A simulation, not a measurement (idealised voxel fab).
Process module, titled voxel lift off
Pictured: cross-section cut, 170 nm wide, on a grid of 5 nm square cells.
For the purposes of this document, a cross-section shall be understood as a grid of square cells, specified as bands listed in top-to-bottom order, each band consisting of one or more rows of cells.
Basically the band line says how high the top is and how high the bottom is, in nm, and then what's in it from left to right, every material with its width in nm. Empty space shows up as "empty", and if a single material carries "edge to edge" it runs the full band edge to edge.
The reference from which all heights are counted is 0, the level beneath which the as-received wafer is entirely one material; the lowest band, having no lower bound, proceeds downward and is written after the example "0 and below".
Quick explanation for "30->40": the width changes in equal steps down the rows of cells, from the first number in the band's top row to the second number in its bottom row.
What does "changes: none" mean for a step? It means no cell of the cross-section changed in that step.
"Voids, sealed" contains a list of empty spaces, each no smaller than 8 cells and without an open way to the top, written in the form width x height at distance with the distance from the left edge and all three in nm.
Step line, after settings: the simulator's comment on this step.
overlay nm: mask right of planned place by this much (step with mask). Neg. = left.
Below is the list of planned process steps
1: RECEIVE (material Si)
2: CONFORMAL_DEP (material SiN; thk nm 5)
3: PATTERN (tone open; mask id LINES; material resist; width nm 20; pitch nm 50; thk nm 25; overlay nm 0)
4: DIRECTIONAL_DEP (material Ru; thk nm 10)
5: STRIP (etch materials resist)
6: CONFORMAL_DEP (material SiCN; thk nm 5)
First wafer of two (run as planned)
Shown in cross-section is the wafer as received, that is, as it stands after step 1
- 0 and below | Si edge to edge
- Voids, sealed: none
Cross-section through the wafer, step 2 finished
- 5 down to 0 | SiN edge to edge
- Whatever lies below 0 is exactly as it was before.
Cross-section through the wafer, step 3 finished
- 30 down to 5 | 50 of resist / 20 of empty / 30 of resist / 20 of empty / 50 of resist
- Whatever lies below 5 is exactly as it was before.
Cross-section through the wafer, step 4 finished
- 40 down to 30 | 50 of Ru / 20 of empty / 30 of Ru / 20 of empty / 50 of Ru
- 30 down to 15 | 50 of resist / 20 of empty / 30 of resist / 20 of empty / 50 of resist
- 15 down to 5 | 50 of resist / 20 of Ru / 30 of resist / 20 of Ru / 50 of resist
- Whatever lies below 5 is exactly as it was before.
Cross-section through the wafer, step 5 finished
- 15 down to 5 | 50 of empty / 20 of Ru / 30 of empty / 20 of Ru / 50 of empty
- Whatever lies below 5 is exactly as it was before.
Cross-section through the wafer, step 6 finished
- 20 down to 15 | 45 of empty / 30 of SiCN / 20 of empty / 30 of SiCN / 45 of empty
- 15 down to 10 | 45 of empty / 5 of SiCN / 20 of Ru / 5 of SiCN / 20 of empty / 5 of SiCN / 20 of Ru / 5 of SiCN / 45 of empty
- 10 down to 5 | 50 of SiCN / 20 of Ru / 30 of SiCN / 20 of Ru / 50 of SiCN
- Whatever lies below 5 is exactly as it was before.
Here the second wafer is described. Its start and its plan were those of the first wafer. Its run contained one mistake. Up to and including step 4, it did exactly what the first wafer did
Cross-section, second wafer, at the end time the plan gives for step 5
- 15 down to 5 | 50 of empty / 20 of Ru / 30 of empty / 20 of Ru / 50 of empty
- Whatever lies below 5 is exactly as it was before.
Cross-section, second wafer, at the end time the plan gives for step 6
- 20 down to 15 | 45 of empty / 30 of SiCN / 20 of empty / 30 of SiCN / 45 of empty
- 15 down to 10 | 45 of empty / 5 of SiCN / 20 of Ru / 5 of SiCN / 20 of empty / 5 of SiCN / 20 of Ru / 5 of SiCN / 45 of empty
- 10 down to 5 | 50 of SiCN / 20 of Ru / 30 of SiCN / 20 of Ru / 50 of SiCN
- Whatever lies below 5 is exactly as it was before.
The mistake made against the process plan was this: step 5 of the plan saw execution twice
The final cross-section is the same for the two wafers, so this model computes the same thing whether or not the mistake was made.
